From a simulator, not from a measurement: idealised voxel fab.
Module name: voxel transistor to metal (process module)
165 nm wide, 5 nm square cells: that's cross-section cut.
For the purposes of this document, a cross-section shall be understood as a grid of square cells, specified as bands listed in top-to-bottom order, each band consisting of one or more rows of cells.
Read a band's entry like this: the first values are the height of its top and the height of its bottom in nm, and what follows is the sequence of materials from left to right, each with its width in nm. Note that "empty" is empty space, and that a single material marked "throughout" reaches across the band from edge to edge.
All heights in this document are referenced to 0, defined as the level beneath which the wafer, as received, consists entirely of one material. The lowest band is not bounded below; it extends indefinitely downward and is written in the form "0 and below".
The notation "30..40" denotes a width that varies across the rows of cells in the band, beginning at the first number in the top row, finishing at the second number in the bottom row, and changing by an identical amount from each row to the next.
"no modification" means the step left every cell of the cross-section as it was.
Empty spaces counting at least 8 cells and having no open way to the top are listed in "Listed closed voids". The notation width x height at distance is used for each, the distance being from the left edge and all three values in nm.
Whatever follows a step's settings on its line is a remark the simulator itself makes about that step.
When a step includes a mask, the "overlay nm" setting on its line states how far to the right of its planned place that mask lay, and negative values state how far to the left.
-- List of planned process steps
- 1: RECEIVE (material Si)
- 2: CONFORMAL_DEP (material SiO2; thk nm 5)
- 3: CONFORMAL_DEP (material SiN; thk nm 15)
- 4: DIRECTIONAL_DEP (material aC; thk nm 10)
- 5: PATTERN (tone cover; mask id ACTIVE; material resist; width nm 105; thk nm 30; overlay nm 0)
- 6: DIRECTIONAL_ETCH (etch materials aC; depth nm 10)
- 7: STRIP (etch materials resist)
- 8: DIRECTIONAL_ETCH (etch materials SiN; depth nm 15)
- 9: DIRECTIONAL_ETCH (etch materials SiO2; depth nm 5)
- 10: DIRECTIONAL_ETCH (etch materials Si; depth nm 30)
- 11: STRIP (etch materials aC)
- 12: OXIDIZE (depth nm 5)
- 13: FILL_DEP (material SiO2; thk nm 10)
- 14: CMP (height nm 20)
- 15: SELECTIVE_ETCH (etch materials SiO2; depth nm 10)
- 16: STRIP (etch materials SiN)
- 17: SELECTIVE_ETCH (etch materials SiO2; depth nm 5)
- 18: OXIDIZE (depth nm 5)
- 19: DIRECTIONAL_DEP (material polySi; thk nm 20)
- 20: DIRECTIONAL_DEP (material SiCN; thk nm 10)
- 21: PATTERN (tone cover; mask id GATE; material resist; width nm 35; thk nm 20; overlay nm 0)
- 22: DIRECTIONAL_ETCH (etch materials SiCN; depth nm 20)
- 23: DIRECTIONAL_ETCH (etch materials polySi; depth nm 30)
- 24: STRIP (etch materials resist)
- 25: CONFORMAL_DEP (material SiO2; thk nm 5)
- 26: DIRECTIONAL_ETCH (etch materials SiO2; depth nm 5)
- 27: CONFORMAL_DEP (material SiN; thk nm 10)
- 28: DIRECTIONAL_ETCH (etch materials SiN; depth nm 10)
- 29: DIRECTIONAL_ETCH (etch materials SiO2; depth nm 5)
- 30: DIRECTIONAL_ETCH (etch materials Si; depth nm 5)
- 31: EPI (material pSi; thk nm 5)
- 32: FILL_DEP (material SiO2; thk nm 10)
- 33: CMP (height nm 20)
- 34: STRIP (etch materials polySi)
- 35: SELECTIVE_ETCH (etch materials SiO2; depth nm 5)
- 36: CONFORMAL_DEP (material HfO2; thk nm 5)
- 37: CONFORMAL_DEP (material TiN; thk nm 5)
- 38: FILL_DEP (material W; thk nm 10)
- 39: CMP (height nm 15)
- 40: DIRECTIONAL_DEP (material SiO2; thk nm 15)
- 41: DIRECTIONAL_DEP (material aC; thk nm 10)
- 42: PATTERN (tone open; mask id CONTACT; material resist; width nm 15; pitch nm 80; thk nm 30; overlay nm 0)
- 43: DIRECTIONAL_ETCH (etch materials aC; depth nm 10)
- 44: STRIP (etch materials resist)
- 45: DIRECTIONAL_ETCH (etch materials SiO2; depth nm 30)
- 46: STRIP (etch materials aC)
- 47: CONFORMAL_DEP (material TiN; thk nm 5)
- 48: FILL_DEP (material Ru; thk nm 5)
- 49: CMP (height nm 30)
- 50: DIRECTIONAL_DEP (material TiN; thk nm 5)
- 51: DIRECTIONAL_DEP (material Ru; thk nm 20)
- 52: MASKED_ETCH (tone cover; mask id METAL_1; width nm 15; pitch nm 80; etch materials Ru; depth nm 20; overlay nm 0)
- 53: MASKED_ETCH (tone cover; mask id METAL_1; width nm 15; pitch nm 80; etch materials TiN; depth nm 5; overlay nm 0)
- 54: CONFORMAL_DEP (material SiN; thk nm 5)
- 55: FILL_DEP (material lowk; thk nm 10)
- 56: CMP (height nm 55)
- 57: CONFORMAL_DEP (material SiCN; thk nm 5)
- 58: DIRECTIONAL_DEP (material SiO2; thk nm 25)
- 59: DIRECTIONAL_DEP (material aC; thk nm 10)
- 60: PATTERN (tone open; mask id METAL_2; material resist; width nm 15; pitch nm 80; thk nm 25; overlay nm 0)
- 61: DIRECTIONAL_ETCH (etch materials aC; depth nm 10)
- 62: STRIP (etch materials resist)
- 63: DIRECTIONAL_ETCH (etch materials SiO2; depth nm 15)
- 64: STRIP (etch materials aC)
- 65: MASKED_ETCH (tone open; mask id METAL_2_HOLES; width nm 15; pitch nm 80; etch materials SiO2; depth nm 10; overlay nm 0)
- 66: MASKED_ETCH (tone open; mask id METAL_2_HOLES; width nm 15; pitch nm 80; etch materials SiCN; depth nm 5; overlay nm 0)
- 67: CONFORMAL_DEP (material TiN; thk nm 5)
- 68: FILL_DEP (material Cu; thk nm 10)
- 69: CMP (height nm 85)
- 70: CONFORMAL_DEP (material SiN; thk nm 5)
-- Shown in cross-section is the wafer as received, that is, as it stands after step 1
- 0 and below: Si throughout
- Listed closed voids: none
-- Cross-sectional result after module completion. Note: starting condition and plan are unchanged from above; one processing mistake was made
- 90 down to 85: SiN throughout
- 85 down to 60: SiO2 35, TiN 5, Cu 5, TiN 5, SiO2 65, TiN 5, Cu 5, TiN 5, SiO2 35
- 60 down to 55: SiCN 35, TiN 15, SiCN 65, TiN 15, SiCN 35
- 55 down to 35: lowk 30, SiN 5, Ru 15, SiN 5, lowk 55, SiN 5, Ru 15, SiN 5, lowk 30
- 35 down to 30: SiN 35, TiN 15, SiN 65, TiN 15, SiN 35
- 30 down to 15: SiO2 35, TiN 5, Ru 5, TiN 5, SiO2 65, TiN 5, Ru 5, TiN 5, SiO2 35
- 15 down to 5: SiO2 35, TiN 5, Ru 5, TiN 5, SiO2 5, SiN 10, HfO2 5, TiN 5, W 15, TiN 5, HfO2 5, SiN 10, SiO2 5, TiN 5, Ru 5, TiN 5, SiO2 35
- 5 down to 0: SiO2 35, TiN 15, SiO2 5, SiN 10, HfO2 5, TiN 25, HfO2 5, SiN 10, SiO2 5, TiN 15, SiO2 35
- 0 down to -5: SiO2 25, SiN 10, SiO2 15, pSi 5, SiN 10, HfO2 35, SiN 10, pSi 5, SiO2 15, SiN 10, SiO2 25
- -5 down to -10: SiO2 35, pSi 20, Si 55, pSi 20, SiO2 35
- -10 down to -35: SiO2 35, Si 95, SiO2 35
- -35 and below: Si throughout
- Listed closed voids: none
Plan not followed: step 25 from the plan never happened, it was just skipped
